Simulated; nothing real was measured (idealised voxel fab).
Title: Process Module voxel gate over fins
Square cell edge 5 nm, section width 200 nm, ID cut.
Cross-section layout: square cells on a grid; listed as bands, top to bottom; a band spans one or more cell rows. For a band, the entry starts with two heights in nm, that of the top and then that of the bottom, and carries on with the band's materials in order from left to right, each alongside its width in nm; the word "everywhere" beside a single material means it fills the band edge to edge, and "empty" means empty space. A quick word on heights: they are counted from 0, and under that level the wafer as it came to us is one material throughout. The lowest band is different from the rest in having no bottom; it simply continues downward, written as in "top 0, no bottom". It should be noted that a width expressed as "30 to 40" varies in equal increments from row to row of cells within the band, taking the value of the first number at the top row and that of the second number at the bottom row. "no change" means the step left every cell of the cross-section as it was. Look at "closed voids" for the closed voids: empty spaces with no open path to the top, sized 8 cells or up. Each is width x height at distance, distance from the left edge, all nm. Formally, on a step line, whatever follows the settings is a remark that the simulator itself makes on the step. A step line may carry the setting "overlay nm", which, for steps involving a mask, states the distance by which the mask lay to the right of its intended position; negative values denote displacement to the left.
### List of planned process steps
- 1: RECEIVE (material Si)
- 2: CONFORMAL_DEP (material SiN; thk nm 10)
- 3: PATTERN (tone cover; mask id FINS; material resist; width nm 15; pitch nm 60; thk nm 15; overlay nm 0)
- 4: DIRECTIONAL_ETCH (etch materials SiN; depth nm 10)
- 5: DIRECTIONAL_ETCH (etch materials Si; depth nm 35)
- 6: STRIP (etch materials resist)
- 7: FILL_DEP (material SiO2; thk nm 5)
- 8: CMP (height nm 10)
- 9: DIRECTIONAL_DEP (material aC; thk nm 15)
- 10: PATTERN (tone open; mask id RAIL; material resist; width nm 15; thk nm 30; overlay nm 0)
- 11: DIRECTIONAL_ETCH (etch materials aC; depth nm 15)
- 12: STRIP (etch materials resist)
- 13: DIRECTIONAL_ETCH (etch materials SiO2; depth nm 40)
- 14: STRIP (etch materials aC)
- 15: CONFORMAL_DEP (material TiN; thk nm 5)
- 16: FILL_DEP (material W; thk nm 5)
- 17: CMP (height nm 10)
- 18: SELECTIVE_ETCH (etch materials W Ru TiN; depth nm 30)
- 19: FILL_DEP (material SiO2; thk nm 5)
- 20: CMP (height nm 10)
- 21: SELECTIVE_ETCH (etch materials SiO2; depth nm 25)
- 22: STRIP (etch materials SiN)
- 23: CONFORMAL_DEP (material HfO2; thk nm 5)
- 24: CONFORMAL_DEP (material TiN; thk nm 5)
- 25: CONFORMAL_DEP (material TiAl; thk nm 5)
- 26: CONFORMAL_DEP (material TiN; thk nm 5)
- 27: FILL_DEP (material W; thk nm 15)
- 28: CMP (height nm 30)
- 29: CONFORMAL_DEP (material SiCN; thk nm 5)
### The cross-section here shows the wafer as received, i.e. in its state after step 1
- top 0, no bottom | Si everywhere
- closed voids: none
### Here's the wafer cut in cross-section after the module, started and planned just like above, except one thing was done wrong in the run
- top 35, bottom 30 | SiCN everywhere
- top 30, bottom 20 | W everywhere
- top 20, bottom 15 | W (40) | TiN (55) | W (5) | TiN (55) | W (45)
- top 15, bottom 10 | W (40) | TiN (5) | TiAl (45) | TiN (5) | W (5) | TiN (5) | TiAl (45) | TiN (5) | W (45)
- top 10, bottom 5 | W (40) | TiN (5) | TiAl (5) | TiN (35) | TiAl (5) | TiN (5) | W (5) | TiN (5) | TiAl (5) | TiN (35) | TiAl (5) | TiN (5) | W (45)
- top 5, bottom 0 | TiN (45) | TiAl (5) | TiN (5) | HfO2 (25) | TiN (5) | TiAl (5) | TiN (5) | W (5) | TiN (5) | TiAl (5) | TiN (5) | HfO2 (25) | TiN (5) | TiAl (5) | TiN (50)
- top 0, bottom -5 | TiAl (50) | TiN (5) | HfO2 (5) | Si (15) | HfO2 (5) | TiN (5) | TiAl (5) | TiN (15) | TiAl (5) | TiN (5) | HfO2 (5) | Si (15) | HfO2 (5) | TiN (5) | TiAl (55)
- top -5, bottom -10 | TiN (45) | TiAl (5) | TiN (5) | HfO2 (5) | Si (15) | HfO2 (5) | TiN (5) | TiAl (25) | TiN (5) | HfO2 (5) | Si (15) | HfO2 (5) | TiN (5) | TiAl (5) | TiN (50)
- top -10, bottom -15 | HfO2 (40) | TiN (5) | TiAl (5) | TiN (5) | HfO2 (5) | Si (15) | HfO2 (5) | TiN (35) | HfO2 (5) | Si (15) | HfO2 (5) | TiN (5) | TiAl (5) | TiN (5) | HfO2 (45)
- top -15, bottom -20 | SiO2 (35) | HfO2 (5) | TiN (15) | HfO2 (5) | Si (15) | HfO2 (5) | TiN (5) | HfO2 (25) | TiN (5) | HfO2 (5) | Si (15) | HfO2 (5) | TiN (15) | HfO2 (5) | SiO2 (40)
- top -20, bottom -25 | SiO2 (35) | HfO2 (25) | Si (15) | HfO2 (15) | TiN (5) | W (5) | TiN (5) | HfO2 (15) | Si (15) | HfO2 (25) | SiO2 (40)
- top -25, bottom -30 | SiO2 (60) | Si (15) | SiO2 (15) | TiN (15) | SiO2 (15) | Si (15) | SiO2 (65)
- top -30, bottom -35 | SiO2 (60) | Si (15) | SiO2 (45) | Si (15) | SiO2 (65)
- top -35, no bottom | Si everywhere
- closed voids: none
It is concluded that the wafer was processed incorrectly with respect to the plan, in that steps 21 and 22 of the plan were run in the wrong order, each in the other's place
